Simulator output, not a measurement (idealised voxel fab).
Process module, titled voxel self aligned contacts
Pictured: cross-section cut, 245 nm wide, on a grid of 5 nm square cells.
This document writes a cross-section as a grid whose cells are square, and gives it as bands, listed from the top down; one or more rows of cells form a band. Top height, bottom height, nm. Materials left to right, width each, nm. Single material + "edge to edge" = fills band edge to edge. "empty" = empty. Convention: height 0 is the level below which the wafer, as received, is all one material. The lowest band does not terminate at the bottom but continues downward, represented as "z 0 and below". A width given as "30->40" starts at the first number in the band's top row and ends at the second number in its bottom row, shifting by an equal amount at every step from row to row. "identical to before" means the step left every cell of the cross-section as it was. Listed in "Closed internal voids": every empty space of 8 or more cells without an open way to the top. Form: width x height at distance, the distance being from the left edge, all in nm. Heads up: the bit after the settings on a step's line is the simulator's remark on that step. Regarding "overlay nm": on a step with a mask, it is the distance the mask lay to the right of its planned place; a negative value places it to the left.
# The following list gives the planned process steps
| 1 | RECEIVE [material Si] |
| 2 | CONFORMAL_DEP [material SiO2] [thk nm 5] |
| 3 | DIRECTIONAL_DEP [material polySi] [thk nm 20] |
| 4 | DIRECTIONAL_DEP [material SiN] [thk nm 20] |
| 5 | PATTERN [tone cover] [mask id GATE] [material resist] [width nm 35] [pitch nm 70] [thk nm 20] [overlay nm 0] |
| 6 | DIRECTIONAL_ETCH [etch materials SiN] [depth nm 20] |
| 7 | DIRECTIONAL_ETCH [etch materials polySi] [depth nm 20] |
| 8 | STRIP [etch materials resist] |
| 9 | CONFORMAL_DEP [material SiN] [thk nm 5] |
| 10 | DIRECTIONAL_ETCH [etch materials SiN] [depth nm 5] |
| 11 | FILL_DEP [material SiO2] [thk nm 10] |
| 12 | CMP [height nm 50] |
| 13 | DIRECTIONAL_DEP [material aC] [thk nm 15] |
| 14 | PATTERN [tone open] [mask id CONTACT] [material resist] [width nm 45] [pitch nm 70] [thk nm 35] [overlay nm 0] |
| 15 | DIRECTIONAL_ETCH [etch materials aC] [depth nm 15] |
| 16 | STRIP [etch materials resist] |
| 17 | DIRECTIONAL_ETCH [etch materials SiO2] [depth nm 50] |
| 18 | STRIP [etch materials aC] |
| 19 | CONFORMAL_DEP [material TiN] [thk nm 5] |
| 20 | FILL_DEP [material W] [thk nm 5] |
| 21 | CMP [height nm 50] |
| 22 | CONFORMAL_DEP [material SiCN] [thk nm 5] |
# The first of a set of two wafers, run to plan
# Cross-section: wafer on arrival = after step 1
- z 0 and below  Si edge to edge
- Closed internal voids: none
# So this is the wafer cross-section right after step 2
- z 5 to 0  SiO2 edge to edge
- Rest of section, below 0: as before.
# So this is the wafer cross-section right after step 3
- z 25 to 5  polySi edge to edge
- Rest of section, below 5: as before.
# So this is the wafer cross-section right after step 4
- z 45 to 25  SiN edge to edge
- Rest of section, below 25: as before.
# So this is the wafer cross-section right after step 5
- z 65 to 45  empty=35 / resist=35 / empty=35 / resist=35 / empty=35 / resist=35 / empty=35
- Rest of section, below 45: as before.
# So this is the wafer cross-section right after step 6
- z 65 to 45  empty=35 / resist=35 / empty=35 / resist=35 / empty=35 / resist=35 / empty=35
- z 45 to 25  empty=35 / SiN=35 / empty=35 / SiN=35 / empty=35 / SiN=35 / empty=35
- Rest of section, below 25: as before.
# So this is the wafer cross-section right after step 7
- z 65 to 45  empty=35 / resist=35 / empty=35 / resist=35 / empty=35 / resist=35 / empty=35
- z 45 to 25  empty=35 / SiN=35 / empty=35 / SiN=35 / empty=35 / SiN=35 / empty=35
- z 25 to 5  empty=35 / polySi=35 / empty=35 / polySi=35 / empty=35 / polySi=35 / empty=35
- Rest of section, below 5: as before.
# So this is the wafer cross-section right after step 8
- z 45 to 25  empty=35 / SiN=35 / empty=35 / SiN=35 / empty=35 / SiN=35 / empty=35
- Rest of section, below 25: as before.
# So this is the wafer cross-section right after step 9
- z 50 to 25  empty=30 / SiN=45 / empty=25 / SiN=45 / empty=25 / SiN=45 / empty=30
- z 25 to 10  empty=30 / SiN=5 / polySi=35 / SiN=5 / empty=25 / SiN=5 / polySi=35 / SiN=5 / empty=25 / SiN=5 / polySi=35 / SiN=5 / empty=30
- z 10 to 5  SiN=35 / polySi=35 / SiN=35 / polySi=35 / SiN=35 / polySi=35 / SiN=35
- Rest of section, below 5: as before.
# So this is the wafer cross-section right after step 10
- z 45 to 25  empty=30 / SiN=45 / empty=25 / SiN=45 / empty=25 / SiN=45 / empty=30
- z 25 to 5  empty=30 / SiN=5 / polySi=35 / SiN=5 / empty=25 / SiN=5 / polySi=35 / SiN=5 / empty=25 / SiN=5 / polySi=35 / SiN=5 / empty=30
- Rest of section, below 5: as before.
# So this is the wafer cross-section right after step 11
- z 55 to 45  SiO2 edge to edge
- z 45 to 25  SiO2=30 / SiN=45 / SiO2=25 / SiN=45 / SiO2=25 / SiN=45 / SiO2=30
- z 25 to 5  SiO2=30 / SiN=5 / polySi=35 / SiN=5 / SiO2=25 / SiN=5 / polySi=35 / SiN=5 / SiO2=25 / SiN=5 / polySi=35 / SiN=5 / SiO2=30
- Rest of section, below 5: as before.
# So this is the wafer cross-section right after step 12
- z 50 to 45  SiO2 edge to edge
- Rest of section, below 45: as before.
# So this is the wafer cross-section right after step 13
- z 65 to 50  aC edge to edge
- Rest of section, below 50: as before.
# So this is the wafer cross-section right after step 14
- z 100 to 65  resist=65 / empty=45 / resist=25 / empty=45 / resist=65
- Rest of section, below 65: as before.
# So this is the wafer cross-section right after step 15
- z 85 to 65  resist=65 / empty=45 / resist=25 / empty=45 / resist=65
- z 65 to 50  aC=65 / empty=45 / aC=25 / empty=45 / aC=65
- Rest of section, below 50: as before.
# So this is the wafer cross-section right after step 16
- z 65 to 50  aC=65 / empty=45 / aC=25 / empty=45 / aC=65
- Rest of section, below 50: as before.
# So this is the wafer cross-section right after step 17
- z 65 to 50  aC=65 / empty=45 / aC=25 / empty=45 / aC=65
- z 50 to 45  SiO2=65 / empty=45 / SiO2=25 / empty=45 / SiO2=65
- z 45 to 25  SiO2=30 / SiN=45 / empty=25 / SiN=45 / empty=25 / SiN=45 / SiO2=30
- z 25 to 5  SiO2=30 / SiN=5 / polySi=35 / SiN=5 / empty=25 / SiN=5 / polySi=35 / SiN=5 / empty=25 / SiN=5 / polySi=35 / SiN=5 / SiO2=30
- z 5 to 0  SiO2=75 / empty=25 / SiO2=45 / empty=25 / SiO2=75
- Rest of section, below 0: as before.
# So this is the wafer cross-section right after step 18
- z 50 to 45  SiO2=65 / empty=45 / SiO2=25 / empty=45 / SiO2=65
- Rest of section, below 45: as before.
# So this is the wafer cross-section right after step 19
- z 55 to 50  TiN=70 / empty=35 / TiN=35 / empty=35 / TiN=70
- z 50 to 45  SiO2=65 / TiN=15 / empty=15 / TiN=15 / SiO2=25 / TiN=15 / empty=15 / TiN=15 / SiO2=65
- z 45 to 25  SiO2=30 / SiN=45 / TiN=5 / empty=15 / TiN=5 / SiN=45 / TiN=5 / empty=15 / TiN=5 / SiN=45 / SiO2=30
- z 25 to 5  SiO2=30 / SiN=5 / polySi=35 / SiN=5 / TiN=5 / empty=15 / TiN=5 / SiN=5 / polySi=35 / SiN=5 / TiN=5 / empty=15 / TiN=5 / SiN=5 / polySi=35 / SiN=5 / SiO2=30
- z 5 to 0  SiO2=75 / TiN=25 / SiO2=45 / TiN=25 / SiO2=75
- Rest of section, below 0: as before.
# So this is the wafer cross-section right after step 20
- z 60 to 55  W edge to edge
- z 55 to 50  TiN=70 / W=35 / TiN=35 / W=35 / TiN=70
- z 50 to 45  SiO2=65 / TiN=15 / W=15 / TiN=15 / SiO2=25 / TiN=15 / W=15 / TiN=15 / SiO2=65
- z 45 to 25  SiO2=30 / SiN=45 / TiN=5 / W=15 / TiN=5 / SiN=45 / TiN=5 / W=15 / TiN=5 / SiN=45 / SiO2=30
- z 25 to 5  SiO2=30 / SiN=5 / polySi=35 / SiN=5 / TiN=5 / W=15 / TiN=5 / SiN=5 / polySi=35 / SiN=5 / TiN=5 / W=15 / TiN=5 / SiN=5 / polySi=35 / SiN=5 / SiO2=30
- Rest of section, below 5: as before.
# So this is the wafer cross-section right after step 21
- z 50 to 45  SiO2=65 / TiN=15 / W=15 / TiN=15 / SiO2=25 / TiN=15 / W=15 / TiN=15 / SiO2=65
- Rest of section, below 45: as before.
# So this is the wafer cross-section right after step 22
- z 55 to 50  SiCN edge to edge
- Rest of section, below 50: as before.
# Here the second wafer is described. Its start and its plan were those of the first wafer. Its run contained one mistake. Up to and including step 1, it did exactly what the first wafer did
# Cross-sectional view of the second wafer at the intended end time of process step 2
- z 20 to 0  polySi edge to edge
- Rest of section, below 0: as before.
# Cross-sectional view of the second wafer at the intended end time of process step 3
- z 25 to 20  SiO2 edge to edge
- Rest of section, below 20: as before.
# Cross-sectional view of the second wafer at the intended end time of process step 4
- z 45 to 25  SiN edge to edge
- Rest of section, below 25: as before.
# Cross-sectional view of the second wafer at the intended end time of process step 5
- z 65 to 45  empty=35 / resist=35 / empty=35 / resist=35 / empty=35 / resist=35 / empty=35
- Rest of section, below 45: as before.
# Cross-sectional view of the second wafer at the intended end time of process step 6
- z 65 to 45  empty=35 / resist=35 / empty=35 / resist=35 / empty=35 / resist=35 / empty=35
- z 45 to 25  empty=35 / SiN=35 / empty=35 / SiN=35 / empty=35 / SiN=35 / empty=35
- Rest of section, below 25: as before.
Cross-sectional view of the second wafer at the intended end time of process step 7: identical to before
# Cross-sectional view of the second wafer at the intended end time of process step 8
- z 45 to 25  empty=35 / SiN=35 / empty=35 / SiN=35 / empty=35 / SiN=35 / empty=35
- Rest of section, below 25: as before.
# Cross-sectional view of the second wafer at the intended end time of process step 9
- z 50 to 30  empty=30 / SiN=45 / empty=25 / SiN=45 / empty=25 / SiN=45 / empty=30
- z 30 to 25  SiN edge to edge
- Rest of section, below 25: as before.
# Cross-sectional view of the second wafer at the intended end time of process step 10
- z 45 to 25  empty=30 / SiN=45 / empty=25 / SiN=45 / empty=25 / SiN=45 / empty=30
- Rest of section, below 25: as before.
# Cross-sectional view of the second wafer at the intended end time of process step 11
- z 55 to 45  SiO2 edge to edge
- z 45 to 25  SiO2=30 / SiN=45 / SiO2=25 / SiN=45 / SiO2=25 / SiN=45 / SiO2=30
- Rest of section, below 25: as before.
# Cross-sectional view of the second wafer at the intended end time of process step 12
- z 50 to 45  SiO2 edge to edge
- Rest of section, below 45: as before.
# Cross-sectional view of the second wafer at the intended end time of process step 13
- z 65 to 50  aC edge to edge
- Rest of section, below 50: as before.
# Cross-sectional view of the second wafer at the intended end time of process step 14
- z 100 to 65  resist=65 / empty=45 / resist=25 / empty=45 / resist=65
- Rest of section, below 65: as before.
# Cross-sectional view of the second wafer at the intended end time of process step 15
- z 85 to 65  resist=65 / empty=45 / resist=25 / empty=45 / resist=65
- z 65 to 50  aC=65 / empty=45 / aC=25 / empty=45 / aC=65
- Rest of section, below 50: as before.
# Cross-sectional view of the second wafer at the intended end time of process step 16
- z 65 to 50  aC=65 / empty=45 / aC=25 / empty=45 / aC=65
- Rest of section, below 50: as before.
# Cross-sectional view of the second wafer at the intended end time of process step 17
- z 65 to 50  aC=65 / empty=45 / aC=25 / empty=45 / aC=65
- z 50 to 45  SiO2=65 / empty=45 / SiO2=25 / empty=45 / SiO2=65
- z 45 to 25  SiO2=30 / SiN=45 / empty=25 / SiN=45 / empty=25 / SiN=45 / SiO2=30
- z 25 to 20  SiO2=75 / empty=25 / SiO2=45 / empty=25 / SiO2=75
- Rest of section, below 20: as before.
# Cross-sectional view of the second wafer at the intended end time of process step 18
- z 50 to 45  SiO2=65 / empty=45 / SiO2=25 / empty=45 / SiO2=65
- Rest of section, below 45: as before.
# Cross-sectional view of the second wafer at the intended end time of process step 19
- z 55 to 50  TiN=70 / empty=35 / TiN=35 / empty=35 / TiN=70
- z 50 to 45  SiO2=65 / TiN=15 / empty=15 / TiN=15 / SiO2=25 / TiN=15 / empty=15 / TiN=15 / SiO2=65
- z 45 to 25  SiO2=30 / SiN=45 / TiN=5 / empty=15 / TiN=5 / SiN=45 / TiN=5 / empty=15 / TiN=5 / SiN=45 / SiO2=30
- z 25 to 20  SiO2=75 / TiN=25 / SiO2=45 / TiN=25 / SiO2=75
- Rest of section, below 20: as before.
# Cross-sectional view of the second wafer at the intended end time of process step 20
- z 60 to 55  W edge to edge
- z 55 to 50  TiN=70 / W=35 / TiN=35 / W=35 / TiN=70
- z 50 to 45  SiO2=65 / TiN=15 / W=15 / TiN=15 / SiO2=25 / TiN=15 / W=15 / TiN=15 / SiO2=65
- z 45 to 25  SiO2=30 / SiN=45 / TiN=5 / W=15 / TiN=5 / SiN=45 / TiN=5 / W=15 / TiN=5 / SiN=45 / SiO2=30
- Rest of section, below 25: as before.
# Cross-sectional view of the second wafer at the intended end time of process step 21
- z 50 to 45  SiO2=65 / TiN=15 / W=15 / TiN=15 / SiO2=25 / TiN=15 / W=15 / TiN=15 / SiO2=65
- Rest of section, below 45: as before.
# Cross-sectional view of the second wafer at the intended end time of process step 22
- z 55 to 50  SiCN edge to edge
- Rest of section, below 50: as before.
Plan not followed: steps 2 and 3 of the plan were run in the wrong order, each in the other's place
Bottom line after processing is that, in cells, the second wafer is up or down on some materials versus the first: 24 fewer of SiN | 48 fewer of SiO2 | 16 fewer of TiN | 24 fewer of W | 112 more of polySi
